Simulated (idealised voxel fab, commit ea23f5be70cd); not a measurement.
process module | voxel transistor to metal
cross-section cut | 205 nm wide | cells 5 nm
A cross-section is a grid of square cells, given in bands from the top down. A band is one or more rows of cells.
Each band's line starts with the height of the band's top and of its bottom, in nm. Then come its materials from left to right, each with its width in nm. One material with "throughout" fills the band from edge to edge. "air" is empty space.
Height 0 is the level under which the wafer as received is all one material. The lowest band goes on downwards, as in "0 down".
A width such as "30 to 40" changes by the same amount from each row of cells to the next, from the band's top row to its bottom row.
"no change" after a step means that no cell of the cross-section changed.
closed voids: empty space of 8 cells or more with no open way to the top, each as width x height at its distance from the left edge, in nm
after a step's settings: what the simulator itself notes on the step
overlay nm, on a step with a mask: how far to the right of its planned place the mask lay; to the left if negative
plan
1 op RECEIVE | material Si
2 op OXIDIZE | depth nm 5
3 op CONFORMAL_DEP | material SiN | thk nm 15
4 op PATTERN | tone cover | mask id ACTIVE | material resist | width nm 100 | thk nm 15 | overlay nm 0
5 op DIRECTIONAL_ETCH | etch materials SiN | depth nm 15
6 op DIRECTIONAL_ETCH | etch materials SiO2 | depth nm 5
7 op DIRECTIONAL_ETCH | etch materials Si | depth nm 30
8 op STRIP | etch materials resist
9 op OXIDIZE | depth nm 5
10 op FILL_DEP | material SiO2 | thk nm 10
11 op CMP | height nm 15
12 op SELECTIVE_ETCH | etch materials SiO2 | depth nm 5
13 op STRIP | etch materials SiN
14 op SELECTIVE_ETCH | etch materials SiO2 | depth nm 5
15 op OXIDIZE | depth nm 5
16 op DIRECTIONAL_DEP | material polySi | thk nm 30
17 op DIRECTIONAL_DEP | material SiCN | thk nm 15
18 op MASKED_ETCH | tone cover | mask id GATE | width nm 20 | etch materials SiCN | depth nm 25 | overlay nm 0
19 op MASKED_ETCH | tone cover | mask id GATE | width nm 20 | etch materials polySi | depth nm 40 | overlay nm 0
20 op CONFORMAL_DEP | material SiN | thk nm 10
21 op DIRECTIONAL_ETCH | etch materials SiN | depth nm 10
22 op DIRECTIONAL_ETCH | etch materials SiO2 | depth nm 5
23 op DIRECTIONAL_ETCH | etch materials Si | depth nm 10
24 op EPI | material SiGe | thk nm 15
25 op FILL_DEP | material SiO2 | thk nm 10
26 op CMP | height nm 40
27 op DIRECTIONAL_DEP | material SiO2 | thk nm 10
28 op PATTERN | tone open | mask id CONTACT | material resist | width nm 20 | pitch nm 70 | thk nm 15 | overlay nm 0
29 op DIRECTIONAL_ETCH | etch materials SiO2 | depth nm 55
30 op STRIP | etch materials resist
31 op CONFORMAL_DEP | material TiN | thk nm 5
32 op FILL_DEP | material W | thk nm 10
33 op CMP | height nm 50
34 op DIRECTIONAL_DEP | material TiN | thk nm 5
35 op DIRECTIONAL_DEP | material Ru | thk nm 25
36 op MASKED_ETCH | tone cover | mask id METAL_1 | width nm 20 | pitch nm 70 | etch materials Ru | depth nm 25 | overlay nm 0
37 op MASKED_ETCH | tone cover | mask id METAL_1 | width nm 20 | pitch nm 70 | etch materials TiN | depth nm 5 | overlay nm 0
38 op FILL_DEP | material SiO2 | thk nm 5
39 op CMP | height nm 80
40 op CONFORMAL_DEP | material SiN | thk nm 5
as received, after step 1
  0 down: Si throughout
  closed voids: none
a wafer at the end: this start, this plan, one mistake
  85 to 80: SiN throughout
  80 to 55: SiO2 55 | Ru 20 | SiO2 50 | Ru 20 | SiO2 60
  55 to 50: SiO2 55 | TiN 20 | SiO2 50 | TiN 20 | SiO2 60
  50 to 40: SiO2 55 | TiN 5 | W 10 | TiN 5 | SiO2 50 | TiN 5 | W 10 | TiN 5 | SiO2 60
  40 to 30: SiO2 55 | TiN 5 | W 10 | TiN 5 | SiO2 5 | SiN 10 | SiCN 20 | SiN 10 | SiO2 5 | TiN 5 | W 10 | TiN 5 | SiO2 60
  30 to 15: SiO2 55 | TiN 5 | W 10 | TiN 5 | SiO2 5 | SiN 10 | polySi 20 | SiN 10 | SiO2 5 | TiN 5 | W 10 | TiN 5 | SiO2 60
  15 to 10: SiO2 55 | TiN 20 | SiO2 5 | SiN 10 | polySi 20 | SiN 10 | SiO2 5 | TiN 20 | SiO2 60
  10 to 5: SiO2 55 | SiGe 25 | SiN 10 | polySi 20 | SiN 10 | SiGe 25 | SiO2 60
  5 to 0: SiO2 50 | SiN 10 | SiGe 20 | SiN 10 | polySi 20 | SiN 10 | SiGe 20 | SiN 10 | SiO2 55
  0 to -5: SiO2 60 | SiGe 20 | SiO2 40 | SiGe 20 | SiO2 65
  -5 to -15: SiO2 55 | Si 5 | SiGe 20 | Si 40 | SiGe 20 | Si 5 | SiO2 60
  -15 to -40: SiO2 55 | Si 90 | SiO2 60
  -40 down: Si throughout
  closed voids: none
what went wrong: steps 13 and 14 were swapped
